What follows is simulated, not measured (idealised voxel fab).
process module | voxel double patterning
cross-section cut | 210 nm wide | cells 5 nm
A cross-section is a grid of square cells, given in bands from the top down. A band is one or more rows of cells.
Each band's line starts with the height of the band's top and of its bottom, in nm. Then come its materials from left to right, each with its width in nm. One material with "throughout" fills the band from edge to edge. "air" is empty space.
Height 0 is the level under which the wafer as received is all one material. The lowest band goes on downwards, as in "0 down".
A width such as "30 to 40" changes by the same amount from each row of cells to the next, from the band's top row to its bottom row.
"no change" after a step means that no cell of the cross-section changed.
closed voids: empty space of 8 cells or more with no open way to the top, each as width x height at its distance from the left edge, in nm
after a step's settings: what the simulator itself notes on the step
overlay nm, on a step with a mask: how far to the right of its planned place the mask lay; to the left if negative
plan
1 op RECEIVE | material Si
2 op CONFORMAL_DEP | material SiO2 | thk nm 10
3 op DIRECTIONAL_DEP | material polySi | thk nm 10
4 op DIRECTIONAL_DEP | material SiCN | thk nm 5
5 op DIRECTIONAL_DEP | material aC | thk nm 10
6 op PATTERN | tone open | mask id FIRST | material resist | width nm 15 | pitch nm 50 | thk nm 30 | overlay nm 0
7 op DIRECTIONAL_ETCH | etch materials aC | depth nm 10
8 op STRIP | etch materials resist
9 op DIRECTIONAL_ETCH | etch materials SiCN | depth nm 5
10 op STRIP | etch materials aC
11 op MASKED_ETCH | tone open | mask id SECOND | width nm 15 | pitch nm 50 | etch materials SiCN | depth nm 5 | overlay nm 0
12 op DIRECTIONAL_ETCH | etch materials polySi | depth nm 10
13 op STRIP | etch materials SiCN
as received, after step 1
  0 down: Si throughout
  closed voids: none
first wafer at the end, as planned
  20 to 10: polySi 45 | air 15 | polySi 10 | air 15 | polySi 10 | air 15 | polySi 10 | air 15 | polySi 10 | air 15 | polySi 50
  10 to 0: SiO2 throughout
  0 down: Si throughout
  closed voids: none
second wafer at the end: like start, like plan, one mistake
  25 to 15: polySi 45 | air 15 | polySi 10 | air 15 | polySi 10 | air 15 | polySi 10 | air 15 | polySi 10 | air 15 | polySi 50
  15 to 10: polySi throughout
  10 to 0: SiO2 throughout
  0 down: Si throughout
  closed voids: none
what went wrong: step 3 ran as: op DIRECTIONAL_DEP | material polySi | thk nm 15
at the end the second wafer has, in cells: 42 more of polySi
